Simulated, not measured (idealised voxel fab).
Documented hereafter: the process module known as voxel local oxidation.
The cross-section shown here is cut; it is 255 nm wide and divided into square cells measuring 5 nm on a side.
The cross-sections in this document take the form of a grid made of square cells. They are written out as bands, in order from top to bottom. Each band consists of one or more rows of cells. Per band: top height and bottom height in nm, followed by the left-to-right materials and their widths in nm; "full width" marks a single material spanning edge to edge, "empty" marks empty space. Heights from 0 (as-received wafer is one material below). Bottom band endless downward, as "0 and below". The width entry "30 to 40" should be interpreted row by row: the top row of cells in the band takes the first number, the bottom row takes the second number, and the change between adjacent rows is uniform throughout. You'll sometimes find "same as before" written for a step, and that's the way of saying that nowhere in the cross-section did a cell change during that step. Closed empty spaces (no open way to the top) of 8 cells or more are what "Closed void table" lists, each as width x height at distance from the left edge, nm for all three. Post-settings text on a step line: simulator's own remark regarding the step. "overlay nm" on a masked step: distance the mask lay right of its planned place, negative for left.

**Intended process steps**
1: op RECEIVE | material Si
2: op CONFORMAL_DEP | material SiO2 | thk nm 5
3: op CONFORMAL_DEP | material SiN | thk nm 15
4: op PATTERN | tone cover | mask id ACTIVE | material resist | width nm 105 | thk nm 15 | overlay nm 0
5: op DIRECTIONAL_ETCH | etch materials SiN | depth nm 15
6: op STRIP | etch materials resist
7: op SELECTIVE_ETCH | etch materials SiO2 | depth nm 5
8: op OXIDIZE | depth nm 10
9: op STRIP | etch materials SiN

**Cross-section of the incoming wafer, state after step 1**
* 0 and below  Si full width
* Closed void table: none

**Below is the wafer in cross-section after the module was completed. It began from the starting point shown above and followed the plan shown above, except that one mistake was made while running it**
* 15 down to 0  SiO2 full width
* 0 and below  Si full width
* Closed void table: none
Deviation from plan: step 3 did not happen as planned, as run it was op CONFORMAL_DEP | material SiO2 | thk nm 15
